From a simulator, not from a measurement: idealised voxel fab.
Process module, titled voxel fin reveal
Square cell edge 5 nm, section width 160 nm, ID cut.
If you're reading a cross-section in this doc, picture square cells in a grid; it comes to you as bands, top ones listed first down to the bottom, and a band can be one or more rows of cells. Heads up on the band format: heights come first, top then bottom, in nm. After that it's the materials left to right, each with its width in nm. A single material flagged "all across" fills the whole band edge to edge, and "blank" means there's empty space there. Counting heights begins at 0, where everything beneath is, in the wafer as received, one material. The lowest band has no bottom; it goes on downwards, as "from 0 down" shows. A width such as "30->40" changes by the same amount from each row of cells to the next, from the band's top row to its bottom row. When a step is marked "no alteration", none of the cells in the cross-section changed during that step. "Trapped void list" specifies each empty space that is not open to the top and that occupies no fewer than 8 cells, using the form width x height at distance, the distance measured from the left edge and all three quantities in nm. after a step's settings: what the simulator itself notes on the step. Regarding "overlay nm": on a step with a mask, it is the distance the mask lay to the right of its planned place; a negative value places it to the left.

The planned process steps are enumerated hereunder:
1) RECEIVE, material Si
2) CONFORMAL_DEP, material SiN, thk nm 10
3) PATTERN, tone cover, mask id FINS, material resist, width nm 15, pitch nm 40, thk nm 20, overlay nm 0
4) DIRECTIONAL_ETCH, etch materials SiN, depth nm 10
5) DIRECTIONAL_ETCH, etch materials Si, depth nm 30
6) STRIP, etch materials resist
7) OXIDIZE, depth nm 5
8) FILL_DEP, material SiO2, thk nm 5
9) CMP, height nm 10
10) SELECTIVE_ETCH, etch materials SiO2, depth nm 25
11) STRIP, etch materials SiN
12) CONFORMAL_DEP, material HfO2, thk nm 5

First out of two wafers; run went to plan:

Wafer cross-section on receipt, i.e. after step 1:
> from 0 down | Si all across
> Trapped void list: none

Cross-section of the wafer subsequent to step 2:
> from 10 to 0 | SiN all across
> below 0: unchanged

Cross-section of the wafer subsequent to step 3:
> from 30 to 10 | 30 nm blank | 15 nm resist | 25 nm blank | 15 nm resist | 25 nm blank | 15 nm resist | 35 nm blank
> below 10: unchanged

Cross-section of the wafer subsequent to step 4:
> from 30 to 10 | 30 nm blank | 15 nm resist | 25 nm blank | 15 nm resist | 25 nm blank | 15 nm resist | 35 nm blank
> from 10 to 0 | 30 nm blank | 15 nm SiN | 25 nm blank | 15 nm SiN | 25 nm blank | 15 nm SiN | 35 nm blank
> below 0: unchanged

Cross-section of the wafer subsequent to step 5:
> from 30 to 10 | 30 nm blank | 15 nm resist | 25 nm blank | 15 nm resist | 25 nm blank | 15 nm resist | 35 nm blank
> from 10 to 0 | 30 nm blank | 15 nm SiN | 25 nm blank | 15 nm SiN | 25 nm blank | 15 nm SiN | 35 nm blank
> from 0 to -30 | 30 nm blank | 15 nm Si | 25 nm blank | 15 nm Si | 25 nm blank | 15 nm Si | 35 nm blank
> below -30: unchanged

Cross-section of the wafer subsequent to step 6:
> from 10 to 0 | 30 nm blank | 15 nm SiN | 25 nm blank | 15 nm SiN | 25 nm blank | 15 nm SiN | 35 nm blank
> below 0: unchanged

Cross-section of the wafer subsequent to step 7:
> from 10 to 0 | 30 nm blank | 15 nm SiN | 25 nm blank | 15 nm SiN | 25 nm blank | 15 nm SiN | 35 nm blank
> from 0 to -30 | 30 nm blank | 5 nm SiO2 | 5 nm Si | 5 nm SiO2 | 25 nm blank | 5 nm SiO2 | 5 nm Si | 5 nm SiO2 | 25 nm blank | 5 nm SiO2 | 5 nm Si | 5 nm SiO2 | 35 nm blank
> from -30 to -35 | 35 nm SiO2 | 5 nm Si | 35 nm SiO2 | 5 nm Si | 35 nm SiO2 | 5 nm Si | 40 nm SiO2
> below -35: unchanged

Cross-section of the wafer subsequent to step 8:
> from 15 to 10 | SiO2 all across
> from 10 to 0 | 30 nm SiO2 | 15 nm SiN | 25 nm SiO2 | 15 nm SiN | 25 nm SiO2 | 15 nm SiN | 35 nm SiO2
> from 0 to -35 | 35 nm SiO2 | 5 nm Si | 35 nm SiO2 | 5 nm Si | 35 nm SiO2 | 5 nm Si | 40 nm SiO2
> below -35: unchanged

Cross-section of the wafer subsequent to step 9:
> from 10 to 0 | 30 nm SiO2 | 15 nm SiN | 25 nm SiO2 | 15 nm SiN | 25 nm SiO2 | 15 nm SiN | 35 nm SiO2
> below 0: unchanged

Cross-section of the wafer subsequent to step 10:
> from 10 to 0 | 30 nm blank | 15 nm SiN | 25 nm blank | 15 nm SiN | 25 nm blank | 15 nm SiN | 35 nm blank
> from 0 to -15 | 35 nm blank | 5 nm Si | 35 nm blank | 5 nm Si | 35 nm blank | 5 nm Si | 40 nm blank
> below -15: unchanged

Cross-section of the wafer subsequent to step 11:
> from 0 to -15 | 35 nm blank | 5 nm Si | 35 nm blank | 5 nm Si | 35 nm blank | 5 nm Si | 40 nm blank
> below -15: unchanged

Cross-section of the wafer subsequent to step 12:
> from 5 to 0 | 30 nm blank | 15 nm HfO2 | 25 nm blank | 15 nm HfO2 | 25 nm blank | 15 nm HfO2 | 35 nm blank
> from 0 to -10 | 30 nm blank | 5 nm HfO2 | 5 nm Si | 5 nm HfO2 | 25 nm blank | 5 nm HfO2 | 5 nm Si | 5 nm HfO2 | 25 nm blank | 5 nm HfO2 | 5 nm Si | 5 nm HfO2 | 35 nm blank
> from -10 to -15 | 35 nm HfO2 | 5 nm Si | 35 nm HfO2 | 5 nm Si | 35 nm HfO2 | 5 nm Si | 40 nm HfO2
> below -15: unchanged

Companion wafer, the second of two: same beginning, same intended sequence, one mistake in carrying it out; through step 2 inclusive it tracks the first exactly:

Cross-section of the second wafer corresponding to the planned conclusion of step 3:
> from 30 to 10 | 35 nm blank | 15 nm resist | 25 nm blank | 15 nm resist | 25 nm blank | 15 nm resist | 30 nm blank
> below 10: unchanged

Cross-section of the second wafer corresponding to the planned conclusion of step 4:
> from 30 to 10 | 35 nm blank | 15 nm resist | 25 nm blank | 15 nm resist | 25 nm blank | 15 nm resist | 30 nm blank
> from 10 to 0 | 35 nm blank | 15 nm SiN | 25 nm blank | 15 nm SiN | 25 nm blank | 15 nm SiN | 30 nm blank
> below 0: unchanged

Cross-section of the second wafer corresponding to the planned conclusion of step 5:
> from 30 to 10 | 35 nm blank | 15 nm resist | 25 nm blank | 15 nm resist | 25 nm blank | 15 nm resist | 30 nm blank
> from 10 to 0 | 35 nm blank | 15 nm SiN | 25 nm blank | 15 nm SiN | 25 nm blank | 15 nm SiN | 30 nm blank
> from 0 to -30 | 35 nm blank | 15 nm Si | 25 nm blank | 15 nm Si | 25 nm blank | 15 nm Si | 30 nm blank
> below -30: unchanged

Cross-section of the second wafer corresponding to the planned conclusion of step 6:
> from 10 to 0 | 35 nm blank | 15 nm SiN | 25 nm blank | 15 nm SiN | 25 nm blank | 15 nm SiN | 30 nm blank
> below 0: unchanged

Cross-section of the second wafer corresponding to the planned conclusion of step 7:
> from 10 to 0 | 35 nm blank | 15 nm SiN | 25 nm blank | 15 nm SiN | 25 nm blank | 15 nm SiN | 30 nm blank
> from 0 to -30 | 35 nm blank | 5 nm SiO2 | 5 nm Si | 5 nm SiO2 | 25 nm blank | 5 nm SiO2 | 5 nm Si | 5 nm SiO2 | 25 nm blank | 5 nm SiO2 | 5 nm Si | 5 nm SiO2 | 30 nm blank
> from -30 to -35 | 40 nm SiO2 | 5 nm Si | 35 nm SiO2 | 5 nm Si | 35 nm SiO2 | 5 nm Si | 35 nm SiO2
> below -35: unchanged

Cross-section of the second wafer corresponding to the planned conclusion of step 8:
> from 15 to 10 | SiO2 all across
> from 10 to 0 | 35 nm SiO2 | 15 nm SiN | 25 nm SiO2 | 15 nm SiN | 25 nm SiO2 | 15 nm SiN | 30 nm SiO2
> from 0 to -35 | 40 nm SiO2 | 5 nm Si | 35 nm SiO2 | 5 nm Si | 35 nm SiO2 | 5 nm Si | 35 nm SiO2
> below -35: unchanged

Cross-section of the second wafer corresponding to the planned conclusion of step 9:
> from 10 to 0 | 35 nm SiO2 | 15 nm SiN | 25 nm SiO2 | 15 nm SiN | 25 nm SiO2 | 15 nm SiN | 30 nm SiO2
> below 0: unchanged

Cross-section of the second wafer corresponding to the planned conclusion of step 10:
> from 10 to 0 | 35 nm blank | 15 nm SiN | 25 nm blank | 15 nm SiN | 25 nm blank | 15 nm SiN | 30 nm blank
> from 0 to -15 | 40 nm blank | 5 nm Si | 35 nm blank | 5 nm Si | 35 nm blank | 5 nm Si | 35 nm blank
> below -15: unchanged

Cross-section of the second wafer corresponding to the planned conclusion of step 11:
> from 0 to -15 | 40 nm blank | 5 nm Si | 35 nm blank | 5 nm Si | 35 nm blank | 5 nm Si | 35 nm blank
> below -15: unchanged

Cross-section of the second wafer corresponding to the planned conclusion of step 12:
> from 5 to 0 | 35 nm blank | 15 nm HfO2 | 25 nm blank | 15 nm HfO2 | 25 nm blank | 15 nm HfO2 | 30 nm blank
> from 0 to -10 | 35 nm blank | 5 nm HfO2 | 5 nm Si | 5 nm HfO2 | 25 nm blank | 5 nm HfO2 | 5 nm Si | 5 nm HfO2 | 25 nm blank | 5 nm HfO2 | 5 nm Si | 5 nm HfO2 | 30 nm blank
> from -10 to -15 | 40 nm HfO2 | 5 nm Si | 35 nm HfO2 | 5 nm Si | 35 nm HfO2 | 5 nm Si | 35 nm HfO2
> below -15: unchanged
So what did we get wrong on this run? the process deviated at step 3: the operation and settings actually run there were PATTERN, tone cover, mask id FINS, material resist, width nm 15, pitch nm 40, thk nm 20, overlay nm 5
End check, second vs first wafer: material counts in cells match, positions do not.
